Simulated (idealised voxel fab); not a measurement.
process module | voxel wiring stack
cross-section cut | 240 nm wide | cells 5 nm
A cross-section is a grid of square cells, given in bands from the top down. A band is one or more rows of cells.
Each band's line starts with the height of the band's top and of its bottom, in nm. Then come its materials from left to right, each with its width in nm. One material with "throughout" fills the band from edge to edge. "air" is empty space.
Height 0 is the level under which the wafer as received is all one material. The lowest band goes on downwards, as in "0 down".
A width such as "30 to 40" changes by the same amount from each row of cells to the next, from the band's top row to its bottom row.
"no change" after a step means that no cell of the cross-section changed.
closed voids: empty space of 8 cells or more with no open way to the top, each as width x height at its distance from the left edge, in nm
after a step's settings: what the simulator itself notes on the step
overlay nm, on a step with a mask: how far to the right of its planned place the mask lay; to the left if negative
plan
1 op RECEIVE | material Si
2 op CONFORMAL_DEP | material SiO2 | thk nm 15
3 op DIRECTIONAL_DEP | material TiN | thk nm 5
4 op DIRECTIONAL_DEP | material W | thk nm 20
5 op DIRECTIONAL_DEP | material aC | thk nm 15
6 op PATTERN | tone cover | mask id METAL_1 | material resist | width nm 20 | pitch nm 40 | thk nm 35 | overlay nm 0
7 op DIRECTIONAL_ETCH | etch materials aC | depth nm 15
8 op STRIP | etch materials resist
9 op DIRECTIONAL_ETCH | etch materials W | depth nm 20
10 op DIRECTIONAL_ETCH | etch materials TiN | depth nm 5
11 op STRIP | etch materials aC
12 op CONFORMAL_DEP | material SiCN | thk nm 5
13 op FILL_DEP | material lowk | thk nm 5
14 op CMP | height nm 40
15 op CONFORMAL_DEP | material SiCN | thk nm 5
16 op DIRECTIONAL_DEP | material lowk | thk nm 20
17 op DIRECTIONAL_DEP | material aC | thk nm 15
18 op PATTERN | tone open | mask id PLUG_1 | material resist | width nm 15 | pitch nm 40 | thk nm 30 | overlay nm 0
19 op DIRECTIONAL_ETCH | etch materials aC | depth nm 15
20 op STRIP | etch materials resist
21 op DIRECTIONAL_ETCH | etch materials lowk | depth nm 20
22 op DIRECTIONAL_ETCH | etch materials SiCN | depth nm 5
23 op STRIP | etch materials aC
24 op EPI | material Ru | thk nm 10
25 op EPI | material Ru | thk nm 10
26 op EPI | material Ru | thk nm 5
27 op DIRECTIONAL_DEP | material TiN | thk nm 5
28 op DIRECTIONAL_DEP | material Ru | thk nm 15
29 op DIRECTIONAL_DEP | material aC | thk nm 10
30 op PATTERN | tone cover | mask id METAL_2 | material resist | width nm 20 | pitch nm 40 | thk nm 30 | overlay nm 0
31 op DIRECTIONAL_ETCH | etch materials aC | depth nm 10
32 op STRIP | etch materials resist
33 op DIRECTIONAL_ETCH | etch materials Ru | depth nm 15
34 op DIRECTIONAL_ETCH | etch materials TiN | depth nm 5
35 op STRIP | etch materials aC
36 op FILL_DEP | material SiO2 | thk nm 10
37 op CMP | height nm 85
38 op CONFORMAL_DEP | material SiN | thk nm 5
first wafer, as planned
as received, after step 1
  0 down: Si throughout
  closed voids: none
after step 2
  15 to 0: SiO2 throughout
  below 0: unchanged
after step 3
  20 to 15: TiN throughout
  below 15: unchanged
after step 4
  40 to 20: W throughout
  below 20: unchanged
after step 5
  55 to 40: aC throughout
  below 40: unchanged
after step 6
  90 to 55: air 50 | resist 20 | air 20 | resist 20 | air 20 | resist 20 | air 20 | resist 20 | air 50
  below 55: unchanged
after step 7
  75 to 55: air 50 | resist 20 | air 20 | resist 20 | air 20 | resist 20 | air 20 | resist 20 | air 50
  55 to 40: air 50 | aC 20 | air 20 | aC 20 | air 20 | aC 20 | air 20 | aC 20 | air 50
  below 40: unchanged
after step 8
  55 to 40: air 50 | aC 20 | air 20 | aC 20 | air 20 | aC 20 | air 20 | aC 20 | air 50
  below 40: unchanged
after step 9
  55 to 40: air 50 | aC 20 | air 20 | aC 20 | air 20 | aC 20 | air 20 | aC 20 | air 50
  40 to 20: air 50 | W 20 | air 20 | W 20 | air 20 | W 20 | air 20 | W 20 | air 50
  below 20: unchanged
after step 10
  55 to 40: air 50 | aC 20 | air 20 | aC 20 | air 20 | aC 20 | air 20 | aC 20 | air 50
  40 to 20: air 50 | W 20 | air 20 | W 20 | air 20 | W 20 | air 20 | W 20 | air 50
  20 to 15: air 50 | TiN 20 | air 20 | TiN 20 | air 20 | TiN 20 | air 20 | TiN 20 | air 50
  below 15: unchanged
after step 11
  40 to 20: air 50 | W 20 | air 20 | W 20 | air 20 | W 20 | air 20 | W 20 | air 50
  below 20: unchanged
after step 12
  45 to 40: air 45 | SiCN 30 | air 10 | SiCN 30 | air 10 | SiCN 30 | air 10 | SiCN 30 | air 45
  40 to 20: air 45 | SiCN 5 | W 20 | SiCN 5 | air 10 | SiCN 5 | W 20 | SiCN 5 | air 10 | SiCN 5 | W 20 | SiCN 5 | air 10 | SiCN 5 | W 20 | SiCN 5 | air 45
  20 to 15: SiCN 50 | TiN 20 | SiCN 20 | TiN 20 | SiCN 20 | TiN 20 | SiCN 20 | TiN 20 | SiCN 50
  below 15: unchanged
after step 13
  50 to 45: lowk throughout
  45 to 40: lowk 45 | SiCN 30 | lowk 10 | SiCN 30 | lowk 10 | SiCN 30 | lowk 10 | SiCN 30 | lowk 45
  40 to 20: lowk 45 | SiCN 5 | W 20 | SiCN 5 | lowk 10 | SiCN 5 | W 20 | SiCN 5 | lowk 10 | SiCN 5 | W 20 | SiCN 5 | lowk 10 | SiCN 5 | W 20 | SiCN 5 | lowk 45
  below 20: unchanged
after step 14
  40 to 20: lowk 45 | SiCN 5 | W 20 | SiCN 5 | lowk 10 | SiCN 5 | W 20 | SiCN 5 | lowk 10 | SiCN 5 | W 20 | SiCN 5 | lowk 10 | SiCN 5 | W 20 | SiCN 5 | lowk 45
  below 20: unchanged
after step 15
  45 to 40: SiCN throughout
  below 40: unchanged
after step 16
  65 to 45: lowk throughout
  below 45: unchanged
after step 17
  80 to 65: aC throughout
  below 65: unchanged
after step 18
  110 to 80: resist 50 | air 15 | resist 25 | air 15 | resist 25 | air 15 | resist 25 | air 15 | resist 55
  below 80: unchanged
after step 19
  95 to 80: resist 50 | air 15 | resist 25 | air 15 | resist 25 | air 15 | resist 25 | air 15 | resist 55
  80 to 65: aC 50 | air 15 | aC 25 | air 15 | aC 25 | air 15 | aC 25 | air 15 | aC 55
  below 65: unchanged
after step 20
  80 to 65: aC 50 | air 15 | aC 25 | air 15 | aC 25 | air 15 | aC 25 | air 15 | aC 55
  below 65: unchanged
after step 21
  80 to 65: aC 50 | air 15 | aC 25 | air 15 | aC 25 | air 15 | aC 25 | air 15 | aC 55
  65 to 45: lowk 50 | air 15 | lowk 25 | air 15 | lowk 25 | air 15 | lowk 25 | air 15 | lowk 55
  below 45: unchanged
after step 22
  80 to 65: aC 50 | air 15 | aC 25 | air 15 | aC 25 | air 15 | aC 25 | air 15 | aC 55
  65 to 45: lowk 50 | air 15 | lowk 25 | air 15 | lowk 25 | air 15 | lowk 25 | air 15 | lowk 55
  45 to 40: SiCN 50 | air 15 | SiCN 25 | air 15 | SiCN 25 | air 15 | SiCN 25 | air 15 | SiCN 55
  below 40: unchanged
after step 23
  65 to 45: lowk 50 | air 15 | lowk 25 | air 15 | lowk 25 | air 15 | lowk 25 | air 15 | lowk 55
  below 45: unchanged
after step 24
  65 to 50: lowk 50 | air 15 | lowk 25 | air 15 | lowk 25 | air 15 | lowk 25 | air 15 | lowk 55
  50 to 45: lowk 50 | Ru 15 | lowk 25 | Ru 15 | lowk 25 | Ru 15 | lowk 25 | Ru 15 | lowk 55
  45 to 40: SiCN 50 | Ru 15 | SiCN 25 | Ru 15 | SiCN 25 | Ru 15 | SiCN 25 | Ru 15 | SiCN 55
  below 40: unchanged
after step 25
  65 to 60: lowk 50 | air 15 | lowk 25 | air 15 | lowk 25 | air 15 | lowk 25 | air 15 | lowk 55
  60 to 45: lowk 50 | Ru 15 | lowk 25 | Ru 15 | lowk 25 | Ru 15 | lowk 25 | Ru 15 | lowk 55
  below 45: unchanged
after step 26
  65 to 45: lowk 50 | Ru 15 | lowk 25 | Ru 15 | lowk 25 | Ru 15 | lowk 25 | Ru 15 | lowk 55
  below 45: unchanged
after step 27
  70 to 65: TiN throughout
  below 65: unchanged
after step 28
  85 to 70: Ru throughout
  below 70: unchanged
after step 29
  95 to 85: aC throughout
  below 85: unchanged
after step 30
  125 to 95: air 50 | resist 20 | air 20 | resist 20 | air 20 | resist 20 | air 20 | resist 20 | air 50
  below 95: unchanged
after step 31
  115 to 95: air 50 | resist 20 | air 20 | resist 20 | air 20 | resist 20 | air 20 | resist 20 | air 50
  95 to 85: air 50 | aC 20 | air 20 | aC 20 | air 20 | aC 20 | air 20 | aC 20 | air 50
  below 85: unchanged
after step 32
  95 to 85: air 50 | aC 20 | air 20 | aC 20 | air 20 | aC 20 | air 20 | aC 20 | air 50
  below 85: unchanged
after step 33
  95 to 85: air 50 | aC 20 | air 20 | aC 20 | air 20 | aC 20 | air 20 | aC 20 | air 50
  85 to 70: air 50 | Ru 20 | air 20 | Ru 20 | air 20 | Ru 20 | air 20 | Ru 20 | air 50
  below 70: unchanged
after step 34
  95 to 85: air 50 | aC 20 | air 20 | aC 20 | air 20 | aC 20 | air 20 | aC 20 | air 50
  85 to 70: air 50 | Ru 20 | air 20 | Ru 20 | air 20 | Ru 20 | air 20 | Ru 20 | air 50
  70 to 65: air 50 | TiN 20 | air 20 | TiN 20 | air 20 | TiN 20 | air 20 | TiN 20 | air 50
  below 65: unchanged
after step 35
  85 to 70: air 50 | Ru 20 | air 20 | Ru 20 | air 20 | Ru 20 | air 20 | Ru 20 | air 50
  below 70: unchanged
after step 36
  95 to 85: SiO2 throughout
  85 to 70: SiO2 50 | Ru 20 | SiO2 20 | Ru 20 | SiO2 20 | Ru 20 | SiO2 20 | Ru 20 | SiO2 50
  70 to 65: SiO2 50 | TiN 20 | SiO2 20 | TiN 20 | SiO2 20 | TiN 20 | SiO2 20 | TiN 20 | SiO2 50
  below 65: unchanged
after step 37
  85 to 70: SiO2 50 | Ru 20 | SiO2 20 | Ru 20 | SiO2 20 | Ru 20 | SiO2 20 | Ru 20 | SiO2 50
  below 70: unchanged
after step 38
  90 to 85: SiN throughout
  below 85: unchanged
second wafer: like start, like plan, one mistake. Through step 26 it matches the first wafer
when step 27 should have ended: no change
when step 28 should have ended
  80 to 65: Ru throughout
  below 65: unchanged
when step 29 should have ended
  90 to 80: aC throughout
  below 80: unchanged
when step 30 should have ended
  120 to 90: air 50 | resist 20 | air 20 | resist 20 | air 20 | resist 20 | air 20 | resist 20 | air 50
  below 90: unchanged
when step 31 should have ended
  110 to 90: air 50 | resist 20 | air 20 | resist 20 | air 20 | resist 20 | air 20 | resist 20 | air 50
  90 to 80: air 50 | aC 20 | air 20 | aC 20 | air 20 | aC 20 | air 20 | aC 20 | air 50
  below 80: unchanged
when step 32 should have ended
  90 to 80: air 50 | aC 20 | air 20 | aC 20 | air 20 | aC 20 | air 20 | aC 20 | air 50
  below 80: unchanged
when step 33 should have ended
  90 to 80: air 50 | aC 20 | air 20 | aC 20 | air 20 | aC 20 | air 20 | aC 20 | air 50
  80 to 65: air 50 | Ru 20 | air 20 | Ru 20 | air 20 | Ru 20 | air 20 | Ru 20 | air 50
  below 65: unchanged
when step 34 should have ended: no change
when step 35 should have ended
  80 to 65: air 50 | Ru 20 | air 20 | Ru 20 | air 20 | Ru 20 | air 20 | Ru 20 | air 50
  below 65: unchanged
when step 36 should have ended
  90 to 80: SiO2 throughout
  80 to 65: SiO2 50 | Ru 20 | SiO2 20 | Ru 20 | SiO2 20 | Ru 20 | SiO2 20 | Ru 20 | SiO2 50
  below 65: unchanged
when step 37 should have ended
  85 to 80: SiO2 throughout
  below 80: unchanged
when step 38 should have ended
  90 to 85: SiN throughout
  below 85: unchanged
what went wrong: step 27 was left out
at the end the second wafer has, in cells: 16 more of SiO2 | 16 fewer of TiN
